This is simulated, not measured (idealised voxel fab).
process module | voxel gate over fins
cross-section cut | 300 nm wide | cells 5 nm
A cross-section is a grid of square cells, given in bands from the top down. A band is one or more rows of cells.
Each band's line starts with the height of the band's top and of its bottom, in nm. Then come its materials from left to right, each with its width in nm. One material with "throughout" fills the band from edge to edge. "air" is empty space.
Height 0 is the level under which the wafer as received is all one material. The lowest band goes on downwards, as in "0 down".
A width such as "30 to 40" changes by the same amount from each row of cells to the next, from the band's top row to its bottom row.
"no change" after a step means that no cell of the cross-section changed.
closed voids: empty space of 8 cells or more with no open way to the top, each as width x height at its distance from the left edge, in nm
after a step's settings: what the simulator itself notes on the step
overlay nm, on a step with a mask: how far to the right of its planned place the mask lay; to the left if negative
plan
1 op RECEIVE | material Si
2 op CONFORMAL_DEP | material SiN | thk nm 10
3 op DIRECTIONAL_DEP | material aC | thk nm 15
4 op PATTERN | tone cover | mask id FINS | material resist | width nm 15 | pitch nm 40 | thk nm 35 | overlay nm 0
5 op DIRECTIONAL_ETCH | etch materials aC | depth nm 15
6 op STRIP | etch materials resist
7 op DIRECTIONAL_ETCH | etch materials SiN | depth nm 10
8 op DIRECTIONAL_ETCH | etch materials Si | depth nm 30
9 op STRIP | etch materials aC
10 op OXIDIZE | depth nm 5
11 op FILL_DEP | material SiO2 | thk nm 5
12 op CMP | height nm 10
13 op SELECTIVE_ETCH | etch materials SiO2 | depth nm 25
14 op STRIP | etch materials SiN
15 op CONFORMAL_DEP | material HfO2 | thk nm 5
16 op CONFORMAL_DEP | material TiN | thk nm 5
17 op FILL_DEP | material W | thk nm 15
18 op CMP | height nm 20
19 op CONFORMAL_DEP | material SiCN | thk nm 10
as received, after step 1
  0 down: Si throughout
  closed voids: none
first wafer at the end, as planned
  30 to 20: SiCN throughout
  20 to 10: W throughout
  10 to 5: W 95 | TiN 25 | W 15 | TiN 25 | W 15 | TiN 25 | W 100
  5 to 0: W 95 | TiN 5 | HfO2 15 | TiN 5 | W 15 | TiN 5 | HfO2 15 | TiN 5 | W 15 | TiN 5 | HfO2 15 | TiN 5 | W 100
  0 to -5: W 95 | TiN 5 | HfO2 5 | Si 5 | HfO2 5 | TiN 5 | W 15 | TiN 5 | HfO2 5 | Si 5 | HfO2 5 | TiN 5 | W 15 | TiN 5 | HfO2 5 | Si 5 | HfO2 5 | TiN 5 | W 100
  -5 to -10: TiN 100 | HfO2 5 | Si 5 | HfO2 5 | TiN 25 | HfO2 5 | Si 5 | HfO2 5 | TiN 25 | HfO2 5 | Si 5 | HfO2 5 | TiN 105
  -10 to -15: HfO2 105 | Si 5 | HfO2 35 | Si 5 | HfO2 35 | Si 5 | HfO2 110
  -15 to -35: SiO2 105 | Si 5 | SiO2 35 | Si 5 | SiO2 35 | Si 5 | SiO2 110
  -35 down: Si throughout
  closed voids: none
second wafer at the end: like start, like plan, one mistake
  30 to 20: SiCN throughout
  20 to 10: W throughout
  10 to 5: W 95 | TiN 30 | W 10 | TiN 30 | W 10 | TiN 30 | W 95
  5 to 0: W 95 | TiN 5 | HfO2 20 | TiN 5 | W 10 | TiN 5 | HfO2 20 | TiN 5 | W 10 | TiN 5 | HfO2 20 | TiN 5 | W 95
  0 to -5: W 95 | TiN 5 | HfO2 5 | Si 10 | HfO2 5 | TiN 5 | W 10 | TiN 5 | HfO2 5 | Si 10 | HfO2 5 | TiN 5 | W 10 | TiN 5 | HfO2 5 | Si 10 | HfO2 5 | TiN 5 | W 95
  -5 to -10: TiN 100 | HfO2 5 | Si 10 | HfO2 5 | TiN 20 | HfO2 5 | Si 10 | HfO2 5 | TiN 20 | HfO2 5 | Si 10 | HfO2 5 | TiN 100
  -10 to -15: HfO2 105 | Si 10 | HfO2 30 | Si 10 | HfO2 30 | Si 10 | HfO2 105
  -15 to -35: SiO2 105 | Si 10 | SiO2 30 | Si 10 | SiO2 30 | Si 10 | SiO2 105
  -35 down: Si throughout
  closed voids: none
what went wrong: step 4 ran as: op PATTERN | tone cover | mask id FINS | material resist | width nm 20 | pitch nm 40 | thk nm 35 | overlay nm 0
at the end the second wafer has, in cells: 21 more of Si | 12 fewer of SiO2 | 9 fewer of W
